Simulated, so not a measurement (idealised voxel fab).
Process module under the name voxel released beams
For reference, the cross-section in this document is cut, with width 170 nm and square cells of 5 nm.
Cross-section = grid of square cells, listed top down in bands; band = one or more rows.
Within each band entry, the heights of the top and of the bottom of the band appear first, in that order and in nm; the materials of the band then follow from left to right, each with its corresponding width in nm. The designation "throughout" on a single material indicates that it fills the band from edge to edge; the designation "air" indicates empty space.
Heights are measured from 0, the level below which the as-received wafer is all one material; the lowest band has no bottom and continues downward, written as in "top 0, no bottom".
You'd read "30..40" like this: the band's top row of cells is as wide as the first number, its bottom row is as wide as the second, and going down, every row changes width by the same amount as the row before did.
The designation "remained the same", where it is given for a processing step, indicates that no cell of the cross-section was altered in the course of that step.
You'll see "Closed void inventory" listing empty spaces that have no way open to the top, as long as they're 8 cells or more; the notation is width x height at distance, where the distance is from the left edge, and all of it is in nm.
On each step's line, the part that comes after the settings is the simulator's own comment on the step.
overlay nm: how far to the right of its planned place the mask lay on this masked step (negative: to the left).
**The steps planned for the process are as follows**
1,RECEIVE (material Si)
2,CONFORMAL_DEP (material Al2O3; thk nm 5)
3,DIRECTIONAL_DEP (material SiO2; thk nm 20)
4,PATTERN (tone open; mask id ANCHOR; material resist; width nm 40; thk nm 20; overlay nm 0)
5,DIRECTIONAL_ETCH (etch materials SiO2; depth nm 20)
6,STRIP (etch materials resist)
7,CONFORMAL_DEP (material SiN; thk nm 15)
8,MASKED_ETCH (tone cover; mask id BEAM; width nm 85; etch materials SiN; depth nm 15; overlay nm 0)
9,STRIP (etch materials SiO2)
**The first of two wafers, run as planned**
**Delivered wafer in cross-section: state after step 1**
  top 0, no bottom = Si throughout
  Closed void inventory: none
**Cross-section of the wafer after step 2**
  top 5, bottom 0 = Al2O3 throughout
  Under the height 0 nothing was changed.
**Cross-section of the wafer after step 3**
  top 25, bottom 5 = SiO2 throughout
  Under the height 5 nothing was changed.
**Cross-section of the wafer after step 4**
  top 45, bottom 25 = 45 of resist / 40 of air / 85 of resist
  Under the height 25 nothing was changed.
**Cross-section of the wafer after step 5**
  top 45, bottom 25 = 45 of resist / 40 of air / 85 of resist
  top 25, bottom 5 = 45 of SiO2 / 40 of air / 85 of SiO2
  Under the height 5 nothing was changed.
**Cross-section of the wafer after step 6**
  top 25, bottom 5 = 45 of SiO2 / 40 of air / 85 of SiO2
  Under the height 5 nothing was changed.
**Cross-section of the wafer after step 7**
  top 40, bottom 25 = 60 of SiN / 10 of air / 100 of SiN
  top 25, bottom 20 = 45 of SiO2 / 15 of SiN / 10 of air / 15 of SiN / 85 of SiO2
  top 20, bottom 5 = 45 of SiO2 / 40 of SiN / 85 of SiO2
  Under the height 5 nothing was changed.
**Cross-section of the wafer after step 8**
  top 40, bottom 25 = 40 of air / 20 of SiN / 10 of air / 55 of SiN / 45 of air
  Under the height 25 nothing was changed.
**Cross-section of the wafer after step 9**
  top 40, bottom 25 = 40 of air / 20 of SiN / 10 of air / 55 of SiN / 45 of air
  top 25, bottom 20 = 45 of air / 15 of SiN / 10 of air / 15 of SiN / 85 of air
  top 20, bottom 5 = 45 of air / 40 of SiN / 85 of air
  Under the height 5 nothing was changed.
**For the second wafer, take the first wafer's start and plan, then add one mistake made in running it; everything through step 6, that step included, is shared with the first**
**What the second wafer looks like in cross-section when step 7 should have wrapped up**
  top 55, bottom 25 = SiN throughout
  top 25, bottom 5 = 45 of SiO2 / 40 of SiN / 85 of SiO2
  Under the height 5 nothing was changed.
**What the second wafer looks like in cross-section when step 8 should have wrapped up**
  top 55, bottom 40 = 40 of air / 85 of SiN / 45 of air
  Under the height 40 nothing was changed.
What the second wafer looks like in cross-section when step 9 should have wrapped up: remained the same
What was done differently from what was planned? step 7 of the plan was carried out twice
Upon completion, the second wafer contains, in terms of cells, a greater or smaller amount of certain materials than the first wafer: SiN: 110 more, SiO2: 104 more
